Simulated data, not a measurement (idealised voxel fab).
This section sets out a process module, namely voxel gate over fins.
Displayed cross-section: cut, width of 155 nm, square cells sized 5 nm.
A cross-section in this document is a grid of square cells, and it is written down as bands, the top band listed before the ones below it; a band is made up of one or more rows of cells.
A band entry consists of two parts. The first gives the height of the band's top and the height of its bottom, in nm. The rest lists the band's materials from left to right, each with its width in nm. A single material labelled with the word "full width" fills the band from edge to edge, and the word "blank" marks empty space.
Height is counted from the level 0, under which the received wafer is composed throughout of one material. The lowest of the bands is not closed at the bottom but continues downward, in the notation "0 down".
Think of "30 to 40" as a width that walks from the first number to the second as you go down the band, top row to bottom row, taking equal-sized steps from row to row.
What does "nothing altered" mean for a step? It means no cell of the cross-section changed in that step.
Entry "Closed internal voids" = empty spaces >= 8 cells with no open way to the top; each as width x height at distance, distance from left edge, all nm.
after a step's settings: what the simulator itself notes on the step
The line of a step may include "overlay nm". On a step with a mask, this value is how far to the right of its planned place the mask lay. A negative value means the mask lay to the left.
Intended process steps:
1,RECEIVE,material Si
2,CONFORMAL_DEP,material SiN,thk nm 5
3,PATTERN,tone cover,mask id FINS,material resist,width nm 15,pitch nm 35,thk nm 15,overlay nm -15
4,DIRECTIONAL_ETCH,etch materials SiN,depth nm 5
5,DIRECTIONAL_ETCH,etch materials Si,depth nm 30
6,STRIP,etch materials resist
7,OXIDIZE,depth nm 5
8,FILL_DEP,material SiO2,thk nm 15
9,CMP,height nm 5
10,SELECTIVE_ETCH,etch materials SiO2,depth nm 15
11,STRIP,etch materials SiN
12,CONFORMAL_DEP,material HfO2,thk nm 5
13,CONFORMAL_DEP,material TiN,thk nm 5
14,FILL_DEP,material W,thk nm 10
15,CMP,height nm 15
16,CONFORMAL_DEP,material SiCN,thk nm 10
Same starting wafers, different overlay nm at step 3. Plan value belongs to the first wafer.
As-received state after step 1, first of several wafers, cross-section:
    0 down | Si full width
    Closed internal voids: none
Take a look at the first of several wafers in cross-section: the module is done, and step 16 was its last step:
    25 to 15 | SiCN full width
    15 to 10 | W full width
    10 to 5 | 30 W; 25 TiN; 10 W; 25 TiN; 65 W
    5 to 0 | 30 W; 5 TiN; 15 HfO2; 5 TiN; 10 W; 5 TiN; 15 HfO2; 5 TiN; 65 W
    0 to -5 | 35 TiN; 5 HfO2; 5 Si; 5 HfO2; 20 TiN; 5 HfO2; 5 Si; 5 HfO2; 70 TiN
    -5 to -10 | 40 HfO2; 5 Si; 30 HfO2; 5 Si; 75 HfO2
    -10 to -35 | 40 SiO2; 5 Si; 30 SiO2; 5 Si; 75 SiO2
    -35 down | Si full width
    Closed internal voids: none
The last wafer as seen in cross-section at the end of the module:
    25 to 15 | SiCN full width
    15 to 10 | W full width
    10 to 5 | 60 W; 25 TiN; 10 W; 25 TiN; 35 W
    5 to 0 | 60 W; 5 TiN; 15 HfO2; 5 TiN; 10 W; 5 TiN; 15 HfO2; 5 TiN; 35 W
    0 to -5 | 65 TiN; 5 HfO2; 5 Si; 5 HfO2; 20 TiN; 5 HfO2; 5 Si; 5 HfO2; 40 TiN
    -5 to -10 | 70 HfO2; 5 Si; 30 HfO2; 5 Si; 45 HfO2
    -10 to -35 | 70 SiO2; 5 Si; 30 SiO2; 5 Si; 45 SiO2
    -35 down | Si full width
    Closed internal voids: none
Quick key for the table: a row per wafer, taken at the end of the module. For each material it tells you how many cells the wafer gained (+) or lost (-) since it came in, and the closed voids come after:
overlay nm -15, +39 HfO2, -203 Si, +62 SiCN, +145 SiO2, +39 TiN, +73 W, Closed internal voids: none
overlay nm -10, +39 HfO2, -203 Si, +62 SiCN, +145 SiO2, +39 TiN, +73 W, Closed internal voids: none
overlay nm -5, +39 HfO2, -203 Si, +62 SiCN, +145 SiO2, +39 TiN, +73 W, Closed internal voids: none
overlay nm 0, +39 HfO2, -203 Si, +62 SiCN, +145 SiO2, +39 TiN, +73 W, Closed internal voids: none
overlay nm 5, +39 HfO2, -203 Si, +62 SiCN, +145 SiO2, +39 TiN, +73 W, Closed internal voids: none
overlay nm 10, +39 HfO2, -203 Si, +62 SiCN, +145 SiO2, +39 TiN, +73 W, Closed internal voids: none
overlay nm 15, +39 HfO2, -203 Si, +62 SiCN, +145 SiO2, +39 TiN, +73 W, Closed internal voids: none
